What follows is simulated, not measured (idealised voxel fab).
process module | voxel transistor to metal
cross-section cut | 245 nm wide | cells 5 nm
A cross-section is a grid of square cells, given in bands from the top down. A band is one or more rows of cells.
Each band's line starts with the height of the band's top and of its bottom, in nm. Then come its materials from left to right, each with its width in nm. One material with "throughout" fills the band from edge to edge. "air" is empty space.
Height 0 is the level under which the wafer as received is all one material. The lowest band goes on downwards, as in "0 down".
A width such as "30 to 40" changes by the same amount from each row of cells to the next, from the band's top row to its bottom row.
"no change" after a step means that no cell of the cross-section changed.
closed voids: empty space of 8 cells or more with no open way to the top, each as width x height at its distance from the left edge, in nm
after a step's settings: what the simulator itself notes on the step
overlay nm, on a step with a mask: how far to the right of its planned place the mask lay; to the left if negative
plan
1 op RECEIVE | material Si
2 op OXIDIZE | depth nm 5
3 op CONFORMAL_DEP | material SiN | thk nm 10
4 op MASKED_ETCH | tone cover | mask id ACTIVE | width nm 95 | pitch nm 115 | etch materials SiN | depth nm 10 | overlay nm 0
5 op MASKED_ETCH | tone cover | mask id ACTIVE | width nm 95 | pitch nm 115 | etch materials SiO2 | depth nm 5 | overlay nm 0
6 op MASKED_ETCH | tone cover | mask id ACTIVE | width nm 95 | pitch nm 115 | etch materials Si | depth nm 35 | overlay nm 0
7 op OXIDIZE | depth nm 5
8 op FILL_DEP | material SiO2 | thk nm 10
9 op CMP | height nm 10
10 op SELECTIVE_ETCH | etch materials SiO2 | depth nm 10
11 op STRIP | etch materials SiN
12 op SELECTIVE_ETCH | etch materials SiO2 | depth nm 5
13 op OXIDIZE | depth nm 5
14 op DIRECTIONAL_DEP | material polySi | thk nm 30
15 op DIRECTIONAL_DEP | material SiCN | thk nm 15
16 op MASKED_ETCH | tone cover | mask id GATE | width nm 25 | pitch nm 115 | etch materials SiCN | depth nm 25 | overlay nm 0
17 op MASKED_ETCH | tone cover | mask id GATE | width nm 25 | pitch nm 115 | etch materials polySi | depth nm 40 | overlay nm 0
18 op CONFORMAL_DEP | material SiN | thk nm 10
19 op DIRECTIONAL_ETCH | etch materials SiN | depth nm 10
20 op DIRECTIONAL_ETCH | etch materials SiO2 | depth nm 5
21 op DIRECTIONAL_ETCH | etch materials Si | depth nm 10
22 op EPI | material SiGe | thk nm 10
23 op FILL_DEP | material SiO2 | thk nm 5
24 op CMP | height nm 25
25 op STRIP | etch materials polySi
26 op SELECTIVE_ETCH | etch materials SiO2 | depth nm 5
27 op CONFORMAL_DEP | material HfO2 | thk nm 5
28 op CONFORMAL_DEP | material TiN | thk nm 5
29 op FILL_DEP | material W | thk nm 10
30 op CMP | height nm 20
31 op DIRECTIONAL_DEP | material SiO2 | thk nm 15
32 op DIRECTIONAL_DEP | material aC | thk nm 10
33 op PATTERN | tone open | mask id CONTACT | material resist | width nm 15 | thk nm 30 | overlay nm 0
34 op DIRECTIONAL_ETCH | etch materials aC | depth nm 10
35 op STRIP | etch materials resist
36 op DIRECTIONAL_ETCH | etch materials SiO2 | depth nm 45
37 op STRIP | etch materials aC
38 op CONFORMAL_DEP | material TiN | thk nm 5
39 op FILL_DEP | material W | thk nm 5
40 op CMP | height nm 35
41 op CONFORMAL_DEP | material SiCN | thk nm 5
42 op DIRECTIONAL_DEP | material lowk | thk nm 25
43 op DIRECTIONAL_DEP | material aC | thk nm 15
44 op PATTERN | tone open | mask id METAL_1 | material resist | width nm 15 | thk nm 35 | overlay nm 0
45 op DIRECTIONAL_ETCH | etch materials aC | depth nm 15
46 op STRIP | etch materials resist
47 op DIRECTIONAL_ETCH | etch materials lowk | depth nm 25
48 op DIRECTIONAL_ETCH | etch materials SiCN | depth nm 5
49 op STRIP | etch materials aC
50 op CONFORMAL_DEP | material TiN | thk nm 5
51 op FILL_DEP | material Cu | thk nm 10
52 op CMP | height nm 65
53 op CONFORMAL_DEP | material SiCN | thk nm 5
54 op DIRECTIONAL_DEP | material SiO2 | thk nm 25
55 op DIRECTIONAL_DEP | material aC | thk nm 10
56 op PATTERN | tone open | mask id METAL_2 | material resist | width nm 15 | pitch nm 115 | thk nm 25 | overlay nm 0
57 op DIRECTIONAL_ETCH | etch materials aC | depth nm 10
58 op STRIP | etch materials resist
59 op DIRECTIONAL_ETCH | etch materials SiO2 | depth nm 15
60 op STRIP | etch materials aC
61 op DIRECTIONAL_DEP | material aC | thk nm 15
62 op PATTERN | tone open | mask id METAL_2_HOLES | material resist | width nm 15 | pitch nm 115 | thk nm 35 | overlay nm 0
63 op DIRECTIONAL_ETCH | etch materials aC | depth nm 15
64 op STRIP | etch materials resist
65 op DIRECTIONAL_ETCH | etch materials SiO2 | depth nm 10
66 op DIRECTIONAL_ETCH | etch materials SiCN | depth nm 5
67 op STRIP | etch materials aC
68 op CONFORMAL_DEP | material TiN | thk nm 5
69 op FILL_DEP | material Cu | thk nm 10
70 op CMP | height nm 95
71 op CONFORMAL_DEP | material SiN | thk nm 5
as received, after step 1
  0 down: Si throughout
  closed voids: none
first wafer at the end, as planned
  100 to 95: SiN throughout
  95 to 70: SiO2 20 | TiN 5 | Cu 5 | TiN 5 | SiO2 100 | TiN 5 | Cu 5 | TiN 5 | SiO2 95
  70 to 65: SiCN 20 | TiN 15 | SiCN 100 | TiN 15 | SiCN 95
  65 to 40: lowk 20 | TiN 5 | Cu 5 | TiN 5 | lowk 55 | TiN 5 | Cu 5 | TiN 5 | lowk 30 | TiN 5 | Cu 5 | TiN 5 | lowk 55 | TiN 5 | Cu 5 | TiN 5 | lowk 25
  40 to 35: SiCN 20 | TiN 15 | SiCN 55 | TiN 15 | SiCN 30 | TiN 15 | SiCN 55 | TiN 15 | SiCN 25
  35 to 20: SiO2 20 | TiN 5 | W 5 | TiN 5 | SiO2 55 | TiN 5 | W 5 | TiN 5 | SiO2 30 | TiN 5 | W 5 | TiN 5 | SiO2 55 | TiN 5 | W 5 | TiN 5 | SiO2 25
  20 to 5: SiO2 20 | TiN 5 | W 5 | TiN 5 | SiO2 5 | SiN 10 | HfO2 5 | TiN 5 | W 5 | TiN 5 | HfO2 5 | SiN 10 | SiO2 5 | TiN 5 | W 5 | TiN 5 | SiO2 30 | TiN 5 | W 5 | TiN 5 | SiO2 5 | SiN 10 | HfO2 5 | TiN 5 | W 5 | TiN 5 | HfO2 5 | SiN 10 | SiO2 5 | TiN 5 | W 5 | TiN 5 | SiO2 25
  5 to 0: SiO2 20 | TiN 15 | SiO2 5 | SiN 10 | HfO2 5 | TiN 5 | W 5 | TiN 5 | HfO2 5 | SiN 10 | SiO2 5 | TiN 15 | SiO2 30 | TiN 15 | SiO2 5 | SiN 10 | HfO2 5 | TiN 5 | W 5 | TiN 5 | HfO2 5 | SiN 10 | SiO2 5 | TiN 15 | SiO2 25
  0 to -5: SiO2 20 | TiN 10 | SiGe 10 | SiN 10 | HfO2 5 | TiN 15 | HfO2 5 | SiN 10 | SiGe 10 | TiN 10 | SiO2 30 | TiN 10 | SiGe 10 | SiN 10 | HfO2 5 | TiN 15 | HfO2 5 | SiN 10 | SiGe 10 | TiN 10 | SiO2 25
  -5 to -10: SiO2 20 | TiN 10 | SiGe 10 | SiO2 5 | HfO2 35 | SiO2 5 | SiGe 10 | TiN 10 | SiO2 30 | TiN 10 | SiGe 10 | SiO2 5 | HfO2 35 | SiO2 5 | SiGe 10 | TiN 10 | SiO2 25
  -10 to -20: SiO2 20 | SiGe 20 | Si 45 | SiGe 20 | SiO2 30 | SiGe 20 | Si 45 | SiGe 20 | SiO2 25
  -20 to -45: SiO2 20 | Si 85 | SiO2 30 | Si 85 | SiO2 25
  -45 down: Si throughout
  closed voids: none
second wafer at the end: like start, like plan, one mistake
  100 to 95: SiN throughout
  95 to 70: SiO2 20 | TiN 5 | Cu 5 | TiN 5 | SiO2 100 | TiN 5 | Cu 5 | TiN 5 | SiO2 95
  70 to 65: SiCN 20 | TiN 15 | SiCN 100 | TiN 15 | SiCN 95
  65 to 40: lowk 25 | TiN 5 | Cu 5 | TiN 5 | lowk 55 | TiN 5 | Cu 5 | TiN 5 | lowk 30 | TiN 5 | Cu 5 | TiN 5 | lowk 55 | TiN 5 | Cu 5 | TiN 5 | lowk 20
  40 to 35: SiCN 25 | TiN 15 | SiCN 55 | TiN 15 | SiCN 30 | TiN 15 | SiCN 55 | TiN 15 | SiCN 20
  35 to 20: SiO2 20 | TiN 5 | W 5 | TiN 5 | SiO2 55 | TiN 5 | W 5 | TiN 5 | SiO2 30 | TiN 5 | W 5 | TiN 5 | SiO2 55 | TiN 5 | W 5 | TiN 5 | SiO2 25
  20 to 5: SiO2 20 | TiN 5 | W 5 | TiN 5 | SiO2 5 | SiN 10 | HfO2 5 | TiN 5 | W 5 | TiN 5 | HfO2 5 | SiN 10 | SiO2 5 | TiN 5 | W 5 | TiN 5 | SiO2 30 | TiN 5 | W 5 | TiN 5 | SiO2 5 | SiN 10 | HfO2 5 | TiN 5 | W 5 | TiN 5 | HfO2 5 | SiN 10 | SiO2 5 | TiN 5 | W 5 | TiN 5 | SiO2 25
  5 to 0: SiO2 20 | TiN 15 | SiO2 5 | SiN 10 | HfO2 5 | TiN 5 | W 5 | TiN 5 | HfO2 5 | SiN 10 | SiO2 5 | TiN 15 | SiO2 30 | TiN 15 | SiO2 5 | SiN 10 | HfO2 5 | TiN 5 | W 5 | TiN 5 | HfO2 5 | SiN 10 | SiO2 5 | TiN 15 | SiO2 25
  0 to -5: SiO2 20 | TiN 10 | SiGe 10 | SiN 10 | HfO2 5 | TiN 15 | HfO2 5 | SiN 10 | SiGe 10 | TiN 10 | SiO2 30 | TiN 10 | SiGe 10 | SiN 10 | HfO2 5 | TiN 15 | HfO2 5 | SiN 10 | SiGe 10 | TiN 10 | SiO2 25
  -5 to -10: SiO2 20 | TiN 10 | SiGe 10 | SiO2 5 | HfO2 35 | SiO2 5 | SiGe 10 | TiN 10 | SiO2 30 | TiN 10 | SiGe 10 | SiO2 5 | HfO2 35 | SiO2 5 | SiGe 10 | TiN 10 | SiO2 25
  -10 to -20: SiO2 20 | SiGe 20 | Si 45 | SiGe 20 | SiO2 30 | SiGe 20 | Si 45 | SiGe 20 | SiO2 25
  -20 to -45: SiO2 20 | Si 85 | SiO2 30 | Si 85 | SiO2 25
  -45 down: Si throughout
  closed voids: none
what went wrong: step 44 ran as: op PATTERN | tone open | mask id METAL_1 | material resist | width nm 15 | thk nm 35 | overlay nm 5
at the end the second wafer has, in cells: as many of each material as the first, in other places
